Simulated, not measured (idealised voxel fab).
The following is a process module called voxel ribs on slabs.
For reference, the cross-section in this document is cut, with width 160 nm and square cells of 5 nm.
If you're reading a cross-section in this doc, picture square cells in a grid; it comes to you as bands, top ones listed first down to the bottom, and a band can be one or more rows of cells.
Basically the band line says how high the top is and how high the bottom is, in nm, and then what's in it from left to right, every material with its width in nm. Empty space shows up as "blank", and if a single material carries "everywhere" it runs the full band edge to edge.
Zero point of the height axis is 0; under it, received wafer = one material. Lowest band: continues down indefinitely, "0 nm and below".
Graded width ("30 to 40"): value in top row of band = first number; value in bottom row = second number; row-to-row change constant.
It should be understood that the words "remains unaltered", when stated for a given step, signify that the cross-section underwent no change in any of its cells during that step.
Empty spaces counting at least 8 cells and having no open way to the top are listed in "Sealed internal voids". The notation width x height at distance is used for each, the distance being from the left edge and all three values in nm.
On each step's line, the part that comes after the settings is the simulator's own comment on the step.
Each step line may optionally specify "overlay nm", which for a step with a mask gives the rightward distance between the mask's planned place and where it lay, a negative value indicating the leftward direction.

## Intended process steps
1. RECEIVE [material Si]
2. DIRECTIONAL_DEP [material SiO2] [thk nm 20]
3. DIRECTIONAL_DEP [material polySi] [thk nm 15]
4. PATTERN [tone cover] [mask id RIB] [material resist] [width nm 20] [thk nm 15] [overlay nm 0]
5. DIRECTIONAL_ETCH [etch materials polySi] [depth nm 5]
6. STRIP [etch materials resist]
7. PATTERN [tone cover] [mask id SLAB] [material resist] [width nm 60] [thk nm 20] [overlay nm 0]
8. DIRECTIONAL_ETCH [etch materials polySi] [depth nm 10]
9. STRIP [etch materials resist]
10. FILL_DEP [material SiO2] [thk nm 25]
11. CMP [height nm 50]
12. DIRECTIONAL_DEP [material TiN] [thk nm 5]
13. PATTERN [tone cover] [mask id HEATER] [material resist] [width nm 30] [thk nm 15] [overlay nm 0]
14. DIRECTIONAL_ETCH [etch materials TiN] [depth nm 5]
15. STRIP [etch materials resist]
16. CONFORMAL_DEP [material SiO2] [thk nm 10]

## On the first of the two wafers: run conducted according to plan

## Cross-section, incoming material, after step 1
0 nm and below | Si everywhere
Sealed internal voids: none

## After step 2: wafer cross-section
20 nm to 0 nm | SiO2 everywhere
Anything lower than 0 is untouched.

## After step 3: wafer cross-section
35 nm to 20 nm | polySi everywhere
Anything lower than 20 is untouched.

## After step 4: wafer cross-section
50 nm to 35 nm | 70 nm blank, 20 nm resist, 70 nm blank
Anything lower than 35 is untouched.

## After step 5: wafer cross-section
50 nm to 35 nm | 70 nm blank, 20 nm resist, 70 nm blank
35 nm to 30 nm | 70 nm blank, 20 nm polySi, 70 nm blank
Anything lower than 30 is untouched.

## After step 6: wafer cross-section
35 nm to 30 nm | 70 nm blank, 20 nm polySi, 70 nm blank
Anything lower than 30 is untouched.

## After step 7: wafer cross-section
55 nm to 35 nm | 50 nm blank, 60 nm resist, 50 nm blank
35 nm to 30 nm | 50 nm blank, 20 nm resist, 20 nm polySi, 20 nm resist, 50 nm blank
Anything lower than 30 is untouched.

## After step 8: wafer cross-section
55 nm to 35 nm | 50 nm blank, 60 nm resist, 50 nm blank
35 nm to 30 nm | 50 nm blank, 20 nm resist, 20 nm polySi, 20 nm resist, 50 nm blank
30 nm to 20 nm | 50 nm blank, 60 nm polySi, 50 nm blank
Anything lower than 20 is untouched.

## After step 9: wafer cross-section
35 nm to 30 nm | 70 nm blank, 20 nm polySi, 70 nm blank
Anything lower than 30 is untouched.

## After step 10: wafer cross-section
60 nm to 35 nm | SiO2 everywhere
35 nm to 30 nm | 70 nm SiO2, 20 nm polySi, 70 nm SiO2
30 nm to 20 nm | 50 nm SiO2, 60 nm polySi, 50 nm SiO2
Anything lower than 20 is untouched.

## After step 11: wafer cross-section
50 nm to 35 nm | SiO2 everywhere
Anything lower than 35 is untouched.

## After step 12: wafer cross-section
55 nm to 50 nm | TiN everywhere
Anything lower than 50 is untouched.

## After step 13: wafer cross-section
70 nm to 55 nm | 65 nm blank, 30 nm resist, 65 nm blank
Anything lower than 55 is untouched.

## After step 14: wafer cross-section
70 nm to 55 nm | 65 nm blank, 30 nm resist, 65 nm blank
55 nm to 50 nm | 65 nm blank, 30 nm TiN, 65 nm blank
Anything lower than 50 is untouched.

## After step 15: wafer cross-section
55 nm to 50 nm | 65 nm blank, 30 nm TiN, 65 nm blank
Anything lower than 50 is untouched.

## After step 16: wafer cross-section
65 nm to 60 nm | 55 nm blank, 50 nm SiO2, 55 nm blank
60 nm to 55 nm | SiO2 everywhere
55 nm to 50 nm | 65 nm SiO2, 30 nm TiN, 65 nm SiO2
Anything lower than 50 is untouched.

## Second wafer: same start and same plan as the first, one execution error; identical to the first through step 1

## Cross-sectional view of the second wafer at the intended end time of process step 2
20 nm to 0 nm | polySi everywhere
Anything lower than 0 is untouched.

## Cross-sectional view of the second wafer at the intended end time of process step 3
35 nm to 0 nm | polySi everywhere
Anything lower than 0 is untouched.

## Cross-sectional view of the second wafer at the intended end time of process step 4
50 nm to 35 nm | 70 nm blank, 20 nm resist, 70 nm blank
Anything lower than 35 is untouched.

## Cross-sectional view of the second wafer at the intended end time of process step 5
50 nm to 35 nm | 70 nm blank, 20 nm resist, 70 nm blank
35 nm to 30 nm | 70 nm blank, 20 nm polySi, 70 nm blank
Anything lower than 30 is untouched.

## Cross-sectional view of the second wafer at the intended end time of process step 6
35 nm to 30 nm | 70 nm blank, 20 nm polySi, 70 nm blank
Anything lower than 30 is untouched.

## Cross-sectional view of the second wafer at the intended end time of process step 7
55 nm to 35 nm | 50 nm blank, 60 nm resist, 50 nm blank
35 nm to 30 nm | 50 nm blank, 20 nm resist, 20 nm polySi, 20 nm resist, 50 nm blank
Anything lower than 30 is untouched.

## Cross-sectional view of the second wafer at the intended end time of process step 8
55 nm to 35 nm | 50 nm blank, 60 nm resist, 50 nm blank
35 nm to 30 nm | 50 nm blank, 20 nm resist, 20 nm polySi, 20 nm resist, 50 nm blank
30 nm to 20 nm | 50 nm blank, 60 nm polySi, 50 nm blank
Anything lower than 20 is untouched.

## Cross-sectional view of the second wafer at the intended end time of process step 9
35 nm to 30 nm | 70 nm blank, 20 nm polySi, 70 nm blank
Anything lower than 30 is untouched.

## Cross-sectional view of the second wafer at the intended end time of process step 10
60 nm to 35 nm | SiO2 everywhere
35 nm to 30 nm | 70 nm SiO2, 20 nm polySi, 70 nm SiO2
30 nm to 20 nm | 50 nm SiO2, 60 nm polySi, 50 nm SiO2
Anything lower than 20 is untouched.

## Cross-sectional view of the second wafer at the intended end time of process step 11
50 nm to 35 nm | SiO2 everywhere
Anything lower than 35 is untouched.

## Cross-sectional view of the second wafer at the intended end time of process step 12
55 nm to 50 nm | TiN everywhere
Anything lower than 50 is untouched.

## Cross-sectional view of the second wafer at the intended end time of process step 13
70 nm to 55 nm | 65 nm blank, 30 nm resist, 65 nm blank
Anything lower than 55 is untouched.

## Cross-sectional view of the second wafer at the intended end time of process step 14
70 nm to 55 nm | 65 nm blank, 30 nm resist, 65 nm blank
55 nm to 50 nm | 65 nm blank, 30 nm TiN, 65 nm blank
Anything lower than 50 is untouched.

## Cross-sectional view of the second wafer at the intended end time of process step 15
55 nm to 50 nm | 65 nm blank, 30 nm TiN, 65 nm blank
Anything lower than 50 is untouched.

## Cross-sectional view of the second wafer at the intended end time of process step 16
65 nm to 60 nm | 55 nm blank, 50 nm SiO2, 55 nm blank
60 nm to 55 nm | SiO2 everywhere
55 nm to 50 nm | 65 nm SiO2, 30 nm TiN, 65 nm SiO2
Anything lower than 50 is untouched.
In executing the process, a mistake was made relative to the plan: it should be noted that step 2 was executed with settings other than those planned, the operation and settings actually applied being DIRECTIONAL_DEP [material polySi] [thk nm 20]
At the finish, the second wafer shows more or fewer cells for some materials than the first does: 128 fewer of SiO2, 128 more of polySi
